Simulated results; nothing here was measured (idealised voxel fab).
voxel fin reveal: a process module
The cross-section shown here is cut; it is 230 nm wide and divided into square cells measuring 5 nm on a side.
Reading order for cross-sections: top band down to bottom band. Underlying form: a grid of square cells. Band size: one or more rows of cells.
Look at the band entry: it leads with the top's height and the bottom's height in nm. Then it lists the materials left to right, with a width in nm for each. The word "full width" on a single material says that material fills the band edge to edge. The word "air" is empty space.
The level at which height equals 0 is the one under which the wafer, as it arrives, is entirely one material. No lower edge exists for the bottom band, which continues downward and is notated as in "0 and below".
A width given as "30..40" starts at the first number in the band's top row and ends at the second number in its bottom row, shifting by an equal amount at every step from row to row.
Reading "remained the same" for a step: not a cell of the cross-section changed in it.
The entry "Closed void catalog" lists the empty spaces that cover at least 8 cells and have no open path to the top. Each is written as width x height at distance, where the distance is measured from the left edge and all three values are in nm.
Step line, after settings: the simulator's comment on this step.
overlay nm: on a step with a mask, how far right of its planned place the mask lay; negative means left.

-- List of planned process steps
1 RECEIVE,material Si
2 CONFORMAL_DEP,material SiN,thk nm 10
3 PATTERN,tone cover,mask id FINS,material resist,width nm 15,pitch nm 35,thk nm 20,overlay nm 0
4 DIRECTIONAL_ETCH,etch materials SiN,depth nm 10
5 DIRECTIONAL_ETCH,etch materials Si,depth nm 40
6 STRIP,etch materials resist
7 OXIDIZE,depth nm 5
8 FILL_DEP,material SiO2,thk nm 15
9 CMP,height nm 10
10 SELECTIVE_ETCH,etch materials SiO2,depth nm 20
11 STRIP,etch materials SiN
12 CONFORMAL_DEP,material SiO2,thk nm 5

-- First wafer of two (run as planned)

-- Cross-section: wafer on arrival = after step 1
0 and below | Si full width
Closed void catalog: none

-- Cross-section of the wafer after step 2
10 down to 0 | SiN full width
Note: structure below 0 unchanged.

-- Cross-section of the wafer after step 3
30 down to 10 | air 90 nm | resist 15 nm | air 20 nm | resist 15 nm | air 90 nm
Note: structure below 10 unchanged.

-- Cross-section of the wafer after step 4
30 down to 10 | air 90 nm | resist 15 nm | air 20 nm | resist 15 nm | air 90 nm
10 down to 0 | air 90 nm | SiN 15 nm | air 20 nm | SiN 15 nm | air 90 nm
Note: structure below 0 unchanged.

-- Cross-section of the wafer after step 5
30 down to 10 | air 90 nm | resist 15 nm | air 20 nm | resist 15 nm | air 90 nm
10 down to 0 | air 90 nm | SiN 15 nm | air 20 nm | SiN 15 nm | air 90 nm
0 down to -40 | air 90 nm | Si 15 nm | air 20 nm | Si 15 nm | air 90 nm
Note: structure below -40 unchanged.

-- Cross-section of the wafer after step 6
10 down to 0 | air 90 nm | SiN 15 nm | air 20 nm | SiN 15 nm | air 90 nm
Note: structure below 0 unchanged.

-- Cross-section of the wafer after step 7
10 down to 0 | air 90 nm | SiN 15 nm | air 20 nm | SiN 15 nm | air 90 nm
0 down to -40 | air 90 nm | SiO2 5 nm | Si 5 nm | SiO2 5 nm | air 20 nm | SiO2 5 nm | Si 5 nm | SiO2 5 nm | air 90 nm
-40 down to -45 | SiO2 95 nm | Si 5 nm | SiO2 30 nm | Si 5 nm | SiO2 95 nm
Note: structure below -45 unchanged.

-- Cross-section of the wafer after step 8
25 down to 10 | SiO2 full width
10 down to 0 | SiO2 90 nm | SiN 15 nm | SiO2 20 nm | SiN 15 nm | SiO2 90 nm
0 down to -45 | SiO2 95 nm | Si 5 nm | SiO2 30 nm | Si 5 nm | SiO2 95 nm
Note: structure below -45 unchanged.

-- Cross-section of the wafer after step 9
10 down to 0 | SiO2 90 nm | SiN 15 nm | SiO2 20 nm | SiN 15 nm | SiO2 90 nm
Note: structure below 0 unchanged.

-- Cross-section of the wafer after step 10
10 down to 0 | air 90 nm | SiN 15 nm | air 20 nm | SiN 15 nm | air 90 nm
0 down to -10 | air 95 nm | Si 5 nm | air 30 nm | Si 5 nm | air 95 nm
Note: structure below -10 unchanged.

-- Cross-section of the wafer after step 11
0 down to -10 | air 95 nm | Si 5 nm | air 30 nm | Si 5 nm | air 95 nm
Note: structure below -10 unchanged.

-- Cross-section of the wafer after step 12
5 down to 0 | air 90 nm | SiO2 15 nm | air 20 nm | SiO2 15 nm | air 90 nm
0 down to -5 | air 90 nm | SiO2 5 nm | Si 5 nm | SiO2 5 nm | air 20 nm | SiO2 5 nm | Si 5 nm | SiO2 5 nm | air 90 nm
-5 down to -45 | SiO2 95 nm | Si 5 nm | SiO2 30 nm | Si 5 nm | SiO2 95 nm
Note: structure below -45 unchanged.

-- Second wafer, same starting state and plan as the first, one mistake in the run, identical through step 9

-- Second wafer, sectioned view, at step 10's planned end time
10 down to 0 | SiO2 90 nm | air 15 nm | SiO2 20 nm | air 15 nm | SiO2 90 nm
Note: structure below 0 unchanged.

-- Second wafer, sectioned view, at step 11's planned end time
0 down to -10 | air 95 nm | Si 5 nm | air 30 nm | Si 5 nm | air 95 nm
-10 down to -20 | SiO2 70 nm | air 25 nm | Si 5 nm | air 30 nm | Si 5 nm | air 25 nm | SiO2 70 nm
Note: structure below -20 unchanged.

-- Second wafer, sectioned view, at step 12's planned end time
5 down to 0 | air 90 nm | SiO2 15 nm | air 20 nm | SiO2 15 nm | air 90 nm
0 down to -5 | air 90 nm | SiO2 5 nm | Si 5 nm | SiO2 5 nm | air 20 nm | SiO2 5 nm | Si 5 nm | SiO2 5 nm | air 90 nm
-5 down to -15 | SiO2 75 nm | air 15 nm | SiO2 5 nm | Si 5 nm | SiO2 5 nm | air 20 nm | SiO2 5 nm | Si 5 nm | SiO2 5 nm | air 15 nm | SiO2 75 nm
-15 down to -45 | SiO2 95 nm | Si 5 nm | SiO2 30 nm | Si 5 nm | SiO2 95 nm
Note: structure below -45 unchanged.
Misprocessing identified: it was found that steps 10 and 11 of the process plan had been performed in exchanged positions
Final cells, second wafer relative to first, materials higher or lower: SiO2: 20 fewer
